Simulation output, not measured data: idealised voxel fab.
process module | voxel ribs on slabs
cross-section cut | 265 nm wide | cells 5 nm
A cross-section is a grid of square cells, given in bands from the top down. A band is one or more rows of cells.
Each band's line starts with the height of the band's top and of its bottom, in nm. Then come its materials from left to right, each with its width in nm. One material with "throughout" fills the band from edge to edge. "air" is empty space.
Height 0 is the level under which the wafer as received is all one material. The lowest band goes on downwards, as in "0 down".
A width such as "30 to 40" changes by the same amount from each row of cells to the next, from the band's top row to its bottom row.
"no change" after a step means that no cell of the cross-section changed.
closed voids: empty space of 8 cells or more with no open way to the top, each as width x height at its distance from the left edge, in nm
after a step's settings: what the simulator itself notes on the step
overlay nm, on a step with a mask: how far to the right of its planned place the mask lay; to the left if negative
plan
1 op RECEIVE | material Si
2 op DIRECTIONAL_DEP | material SiO2 | thk nm 30
3 op DIRECTIONAL_DEP | material polySi | thk nm 20
4 op DIRECTIONAL_DEP | material aC | thk nm 10
5 op PATTERN | tone cover | mask id RIB | material resist | width nm 25 | thk nm 25 | overlay nm 0
6 op DIRECTIONAL_ETCH | etch materials aC | depth nm 10
7 op STRIP | etch materials resist
8 op DIRECTIONAL_ETCH | etch materials polySi | depth nm 10
9 op STRIP | etch materials aC
10 op MASKED_ETCH | tone cover | mask id SLAB | width nm 85 | etch materials polySi | depth nm 10 | overlay nm 0
11 op FILL_DEP | material SiO2 | thk nm 30
12 op CMP | height nm 70
13 op DIRECTIONAL_DEP | material TiN | thk nm 5
14 op DIRECTIONAL_DEP | material aC | thk nm 10
15 op PATTERN | tone cover | mask id HEATER | material resist | width nm 35 | thk nm 30 | overlay nm 0
16 op DIRECTIONAL_ETCH | etch materials aC | depth nm 10
17 op STRIP | etch materials resist
18 op DIRECTIONAL_ETCH | etch materials TiN | depth nm 5
19 op STRIP | etch materials aC
20 op CONFORMAL_DEP | material SiN | thk nm 5
first wafer, as planned
as received, after step 1
  0 down: Si throughout
  closed voids: none
after step 2
  30 to 0: SiO2 throughout
  below 0: unchanged
after step 3
  50 to 30: polySi throughout
  below 30: unchanged
after step 4
  60 to 50: aC throughout
  below 50: unchanged
after step 5
  85 to 60: air 120 | resist 25 | air 120
  below 60: unchanged
after step 6
  75 to 60: air 120 | resist 25 | air 120
  60 to 50: air 120 | aC 25 | air 120
  below 50: unchanged
after step 7
  60 to 50: air 120 | aC 25 | air 120
  below 50: unchanged
after step 8
  60 to 50: air 120 | aC 25 | air 120
  50 to 40: air 120 | polySi 25 | air 120
  below 40: unchanged
after step 9
  50 to 40: air 120 | polySi 25 | air 120
  below 40: unchanged
after step 10
  50 to 40: air 120 | polySi 25 | air 120
  40 to 30: air 90 | polySi 85 | air 90
  below 30: unchanged
after step 11
  80 to 50: SiO2 throughout
  50 to 40: SiO2 120 | polySi 25 | SiO2 120
  40 to 30: SiO2 90 | polySi 85 | SiO2 90
  below 30: unchanged
after step 12
  70 to 50: SiO2 throughout
  below 50: unchanged
after step 13
  75 to 70: TiN throughout
  below 70: unchanged
after step 14
  85 to 75: aC throughout
  below 75: unchanged
after step 15
  115 to 85: air 115 | resist 35 | air 115
  below 85: unchanged
after step 16
  105 to 85: air 115 | resist 35 | air 115
  85 to 75: air 115 | aC 35 | air 115
  below 75: unchanged
after step 17
  85 to 75: air 115 | aC 35 | air 115
  below 75: unchanged
after step 18
  85 to 75: air 115 | aC 35 | air 115
  75 to 70: air 115 | TiN 35 | air 115
  below 70: unchanged
after step 19
  75 to 70: air 115 | TiN 35 | air 115
  below 70: unchanged
after step 20
  80 to 75: air 110 | SiN 45 | air 110
  75 to 70: SiN 115 | TiN 35 | SiN 115
  below 70: unchanged
second wafer: like start, like plan, one mistake. Through step 4 it matches the first wafer
when step 5 should have ended
  85 to 60: resist 120 | air 25 | resist 120
  below 60: unchanged
when step 6 should have ended
  75 to 60: resist 120 | air 25 | resist 120
  60 to 50: aC 120 | air 25 | aC 120
  below 50: unchanged
when step 7 should have ended
  60 to 50: aC 120 | air 25 | aC 120
  below 50: unchanged
when step 8 should have ended
  60 to 50: aC 120 | air 25 | aC 120
  50 to 40: polySi 120 | air 25 | polySi 120
  below 40: unchanged
when step 9 should have ended
  50 to 40: polySi 120 | air 25 | polySi 120
  below 40: unchanged
when step 10 should have ended
  50 to 40: air 90 | polySi 30 | air 25 | polySi 30 | air 90
  below 40: unchanged
when step 11 should have ended
  80 to 50: SiO2 throughout
  50 to 40: SiO2 90 | polySi 30 | SiO2 25 | polySi 30 | SiO2 90
  below 40: unchanged
when step 12 should have ended
  70 to 50: SiO2 throughout
  below 50: unchanged
when step 13 should have ended
  75 to 70: TiN throughout
  below 70: unchanged
when step 14 should have ended
  85 to 75: aC throughout
  below 75: unchanged
when step 15 should have ended
  115 to 85: air 115 | resist 35 | air 115
  below 85: unchanged
when step 16 should have ended
  105 to 85: air 115 | resist 35 | air 115
  85 to 75: air 115 | aC 35 | air 115
  below 75: unchanged
when step 17 should have ended
  85 to 75: air 115 | aC 35 | air 115
  below 75: unchanged
when step 18 should have ended
  85 to 75: air 115 | aC 35 | air 115
  75 to 70: air 115 | TiN 35 | air 115
  below 70: unchanged
when step 19 should have ended
  75 to 70: air 115 | TiN 35 | air 115
  below 70: unchanged
when step 20 should have ended
  80 to 75: air 110 | SiN 45 | air 110
  75 to 70: SiN 115 | TiN 35 | SiN 115
  below 70: unchanged
what went wrong: step 5 ran as: op PATTERN | tone open | mask id RIB | material resist | width nm 25 | thk nm 25 | overlay nm 0
at the end the second wafer has, in cells: 86 fewer of SiO2 | 86 more of polySi
